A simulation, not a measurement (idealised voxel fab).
You're looking at the process module voxel wiring stack.
Each square cell in cross-section cut measures 5 nm, and the section as a whole is 190 nm wide.
Notation: cross-section as square-cell grid; stated in bands, top first, going down; one or more cell rows per band.
For a band, the entry starts with two heights in nm, that of the top and then that of the bottom, and carries on with the band's materials in order from left to right, each alongside its width in nm; the word "all across" beside a single material means it fills the band edge to edge, and "blank" means empty space.
Height 0 is the level under which the wafer as received is all one material. The lowest band goes on downwards, as in "top 0, no bottom".
Think of "30->40" as a width that walks from the first number to the second as you go down the band, top row to bottom row, taking equal-sized steps from row to row.
When a step is marked "nothing was modified", none of the cells in the cross-section changed during that step.
So "Enclosed internal cavities" is basically the list of trapped voids: any empty space of 8 cells or more that can't reach the top through an opening. They're written width x height at distance, the distance being from the left edge, and it's all nm.
The remark found on a step's line after its settings is issued by the simulator itself and pertains to that step.
"overlay nm" answers the question of how far to the right of plan the mask lay on a step that has a mask, and when it is negative the answer is to the left.
List of planned process steps:
1. RECEIVE, material Si
2. CONFORMAL_DEP, material SiO2, thk nm 15
3. CONFORMAL_DEP, material SiCN, thk nm 5
4. DIRECTIONAL_DEP, material lowk, thk nm 15
5. DIRECTIONAL_DEP, material aC, thk nm 15
6. PATTERN, tone open, mask id METAL_1, material resist, width nm 20, pitch nm 35, thk nm 35, overlay nm 0
7. DIRECTIONAL_ETCH, etch materials aC, depth nm 15
8. STRIP, etch materials resist
9. DIRECTIONAL_ETCH, etch materials lowk, depth nm 15
10. DIRECTIONAL_ETCH, etch materials SiCN, depth nm 5
11. STRIP, etch materials aC
12. CONFORMAL_DEP, material TiN, thk nm 5
13. FILL_DEP, material W, thk nm 5
14. CMP, height nm 35
15. CONFORMAL_DEP, material SiCN, thk nm 5
16. DIRECTIONAL_DEP, material lowk, thk nm 15
17. PATTERN, tone open, mask id PLUG_1, material resist, width nm 15, pitch nm 35, thk nm 15, overlay nm 0
18. DIRECTIONAL_ETCH, etch materials lowk, depth nm 15
19. DIRECTIONAL_ETCH, etch materials SiCN, depth nm 5
20. STRIP, etch materials resist
21. EPI, material Ru, thk nm 10
22. EPI, material Ru, thk nm 10
23. DIRECTIONAL_DEP, material TiN, thk nm 5
24. DIRECTIONAL_DEP, material Ru, thk nm 15
25. MASKED_ETCH, tone cover, mask id METAL_2, width nm 20, pitch nm 35, etch materials Ru, depth nm 15, overlay nm 0
26. MASKED_ETCH, tone cover, mask id METAL_2, width nm 20, pitch nm 35, etch materials TiN, depth nm 5, overlay nm 0
27. CONFORMAL_DEP, material SiCN, thk nm 5
28. FILL_DEP, material lowk, thk nm 5
29. CMP, height nm 75
30. CONFORMAL_DEP, material SiCN, thk nm 5
31. DIRECTIONAL_DEP, material lowk, thk nm 30
32. PATTERN, tone open, mask id METAL_3_HOLES, material resist, width nm 15, pitch nm 35, thk nm 15, overlay nm 0
33. DIRECTIONAL_ETCH, etch materials lowk, depth nm 30
34. STRIP, etch materials resist
35. DIRECTIONAL_DEP, material aC, thk nm 15
36. PATTERN, tone open, mask id METAL_3, material resist, width nm 20, pitch nm 35, thk nm 35, overlay nm 0
37. DIRECTIONAL_ETCH, etch materials aC, depth nm 15
38. STRIP, etch materials resist
39. DIRECTIONAL_ETCH, etch materials lowk, depth nm 5
40. DIRECTIONAL_ETCH, etch materials SiCN, depth nm 5
41. STRIP, etch materials aC
42. CONFORMAL_DEP, material TiN, thk nm 5
43. FILL_DEP, material Ru, thk nm 10
44. CMP, height nm 110
45. CONFORMAL_DEP, material SiCN, thk nm 5
The plan shows the depth nm of step 39 as the first wafer had it; this setting differs between the wafers, which start out alike.
The first of several wafers, as received after step 1, seen in section:
	top 0, no bottom: Si all across
	Enclosed internal cavities: none
For your reference, the table is organized with a row per wafer; each row reflects the wafer at the end of the module, indicating for each material the cells gained (+) or lost (-) since receipt, and thereafter its closed voids:
depth nm 5, +60 Ru, +174 SiCN, +114 SiO2, +60 TiN, +12 W, +454 lowk, Enclosed internal cavities: none
depth nm 10, +62 Ru, +174 SiCN, +114 SiO2, +60 TiN, +12 W, +452 lowk, Enclosed internal cavities: none
depth nm 15, +64 Ru, +174 SiCN, +114 SiO2, +60 TiN, +12 W, +450 lowk, Enclosed internal cavities: none
depth nm 20, +66 Ru, +174 SiCN, +114 SiO2, +60 TiN, +12 W, +448 lowk, Enclosed internal cavities: none
depth nm 25, +68 Ru, +174 SiCN, +114 SiO2, +60 TiN, +12 W, +446 lowk, Enclosed internal cavities: none
depth nm 30, +72 Ru, +172 SiCN, +114 SiO2, +60 TiN, +12 W, +444 lowk, Enclosed internal cavities: none
